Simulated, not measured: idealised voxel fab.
Module name: voxel lift off (process module)
The cross-section shown here is cut; it is 255 nm wide and divided into square cells measuring 5 nm on a side.
Notation: cross-section as square-cell grid; stated in bands, top first, going down; one or more cell rows per band. The band entry comprises the height of the band's top followed by the height of its bottom, expressed in nm, and subsequently the band's materials from left to right, each stated together with its width in nm. Where a single material is marked with the word "throughout", that material fills the band from edge to edge. The word "air" represents empty space. Where do heights start? At 0: under that level the wafer as delivered is made of one material only. And the lowest band has no floor; it just carries on downward, as in "0 and below". A width given as "30..40" starts at the first number in the band's top row and ends at the second number in its bottom row, shifting by an equal amount at every step from row to row. Step note "no modification" = no cross-section cell changed. Any empty space of 8 cells or more lacking an open way to the top shows up in "Enclosed void inventory" as width x height at distance, distance from the left edge, in nm. What comes after the settings on a step's line is commentary from the simulator itself on that step. overlay nm, on a step with a mask: how far to the right of its planned place the mask lay; to the left if negative.
Here's what the planned process steps look like
- 1: op RECEIVE | material Si
- 2: op CONFORMAL_DEP | material SiO2 | thk nm 5
- 3: op PATTERN | tone open | mask id LINES | material resist | width nm 20 | pitch nm 50 | thk nm 20 | overlay nm 0
- 4: op DIRECTIONAL_DEP | material Ru | thk nm 10
- 5: op STRIP | etch materials resist
- 6: op CONFORMAL_DEP | material SiO2 | thk nm 5
Don't read the plan's thk nm for step 2 as applying to every wafer: that's the first wafer's value, and the wafers differ in it, though they all start identical.
As-received cross-section, first of several wafers, post step 1
	0 and below | Si throughout
	Enclosed void inventory: none
Once step 6, the last step, is complete, the module is at its end; this is the cross-section of the first of several wafers
	20 down to 15 | 35 nm air; 30 nm SiO2; 20 nm air; 30 nm SiO2; 20 nm air; 30 nm SiO2; 20 nm air; 30 nm SiO2; 40 nm air
	15 down to 10 | 35 nm air; 5 nm SiO2; 20 nm Ru; 5 nm SiO2; 20 nm air; 5 nm SiO2; 20 nm Ru; 5 nm SiO2; 20 nm air; 5 nm SiO2; 20 nm Ru; 5 nm SiO2; 20 nm air; 5 nm SiO2; 20 nm Ru; 5 nm SiO2; 40 nm air
	10 down to 5 | 40 nm SiO2; 20 nm Ru; 30 nm SiO2; 20 nm Ru; 30 nm SiO2; 20 nm Ru; 30 nm SiO2; 20 nm Ru; 45 nm SiO2
	5 down to 0 | SiO2 throughout
	0 and below | Si throughout
	Enclosed void inventory: none
Cross-sectional depiction of the last of several wafers upon completion of the module
	45 down to 40 | 35 nm air; 30 nm SiO2; 20 nm air; 30 nm SiO2; 20 nm air; 30 nm SiO2; 20 nm air; 30 nm SiO2; 40 nm air
	40 down to 35 | 35 nm air; 5 nm SiO2; 20 nm Ru; 5 nm SiO2; 20 nm air; 5 nm SiO2; 20 nm Ru; 5 nm SiO2; 20 nm air; 5 nm SiO2; 20 nm Ru; 5 nm SiO2; 20 nm air; 5 nm SiO2; 20 nm Ru; 5 nm SiO2; 40 nm air
	35 down to 30 | 40 nm SiO2; 20 nm Ru; 30 nm SiO2; 20 nm Ru; 30 nm SiO2; 20 nm Ru; 30 nm SiO2; 20 nm Ru; 45 nm SiO2
	30 down to 0 | SiO2 throughout
	0 and below | Si throughout
	Enclosed void inventory: none
Below: a row per wafer. Contents at end of module: for every material, cells gained since receipt (+) or lost since receipt (-); then closed voids
thk nm 5; +32 Ru; +118 SiO2; Enclosed void inventory: none
thk nm 10; +32 Ru; +169 SiO2; Enclosed void inventory: none
thk nm 15; +32 Ru; +220 SiO2; Enclosed void inventory: none
thk nm 20; +32 Ru; +271 SiO2; Enclosed void inventory: none
thk nm 25; +32 Ru; +322 SiO2; Enclosed void inventory: none
thk nm 30; +32 Ru; +373 SiO2; Enclosed void inventory: none
